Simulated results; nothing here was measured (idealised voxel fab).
Process module, titled voxel self aligned vias
Pictured: cross-section cut, 235 nm wide, on a grid of 5 nm square cells.
Cross-section spec: square-cell grid; bands listed top down; each band is one or more rows. Each band's line starts with the height of the band's top and of its bottom, in nm. Then come its materials from left to right, each with its width in nm. One material with "full width" fills the band from edge to edge. "air" is empty space. Beneath 0, the wafer as received is one material, and that level is where height counting begins. The lowest band goes on downward without a bottom; it is written like "0 nm and below". The width entry "30->40" should be interpreted row by row: the top row of cells in the band takes the first number, the bottom row takes the second number, and the change between adjacent rows is uniform throughout. Key: "remained the same" - step with no changed cell in the cross-section. Empty spaces without an open route to the top, at least 8 cells in extent, make up the entry "Closed cavity list"; each is given as width x height at distance, where the distance is measured from the left edge, and all are in nm. Past the settings on a step's line: simulator remark, on that step. For masked steps, "overlay nm" on the step line gives how far right of plan the mask actually lay; a minus sign means it lay to the left.
[Listed below are the process steps as planned]
1: RECEIVE, material Si
2: CONFORMAL_DEP, material SiO2, thk nm 10
3: CONFORMAL_DEP, material SiCN, thk nm 5
4: DIRECTIONAL_DEP, material lowk, thk nm 30
5: PATTERN, tone open, mask id LINES, material resist, width nm 25, pitch nm 65, thk nm 15, overlay nm 0
6: DIRECTIONAL_ETCH, etch materials lowk, depth nm 30
7: STRIP, etch materials resist
8: CONFORMAL_DEP, material TiN, thk nm 5
9: FILL_DEP, material Ru, thk nm 5
10: CMP, height nm 45
11: SELECTIVE_ETCH, etch materials W Ru TiN, depth nm 5
12: FILL_DEP, material SiN, thk nm 5
13: CMP, height nm 45
14: DIRECTIONAL_DEP, material lowk, thk nm 20
15: MASKED_ETCH, tone open, mask id VIAS, width nm 35, pitch nm 65, etch materials lowk, depth nm 20, overlay nm 0
16: MASKED_ETCH, tone open, mask id VIAS, width nm 35, pitch nm 65, etch materials SiN, depth nm 5, overlay nm 0
17: CONFORMAL_DEP, material TiN, thk nm 5
18: FILL_DEP, material W, thk nm 10
19: CMP, height nm 65
20: CONFORMAL_DEP, material SiN, thk nm 5
[Wafer cross-section on receipt, i.e. after step 1]
0 nm and below: Si full width
Closed cavity list: none
[Look at the cross-section after the module: the wafer started out the way shown above and the plan was the one shown above, yet one mistake was made along the way]
70 nm to 65 nm: SiN full width
65 nm to 45 nm: lowk 40 nm | TiN 5 nm | W 15 nm | TiN 5 nm | lowk 40 nm | TiN 5 nm | W 15 nm | TiN 5 nm | lowk 40 nm | TiN 5 nm | W 15 nm | TiN 5 nm | lowk 40 nm
45 nm to 40 nm: lowk 40 nm | TiN 25 nm | lowk 40 nm | TiN 25 nm | lowk 40 nm | TiN 25 nm | lowk 40 nm
40 nm to 20 nm: lowk 40 nm | TiN 5 nm | Ru 15 nm | TiN 5 nm | lowk 40 nm | TiN 5 nm | Ru 15 nm | TiN 5 nm | lowk 40 nm | TiN 5 nm | Ru 15 nm | TiN 5 nm | lowk 40 nm
20 nm to 15 nm: lowk 40 nm | TiN 25 nm | lowk 40 nm | TiN 25 nm | lowk 40 nm | TiN 25 nm | lowk 40 nm
15 nm to 10 nm: SiCN full width
10 nm to 0 nm: SiO2 full width
0 nm and below: Si full width
Closed cavity list: none
Nonconformance to the process plan: in deviation from the planned setting, step 15 was conducted as MASKED_ETCH, tone open, mask id VIAS, width nm 25, pitch nm 65, etch materials lowk, depth nm 20, overlay nm 0
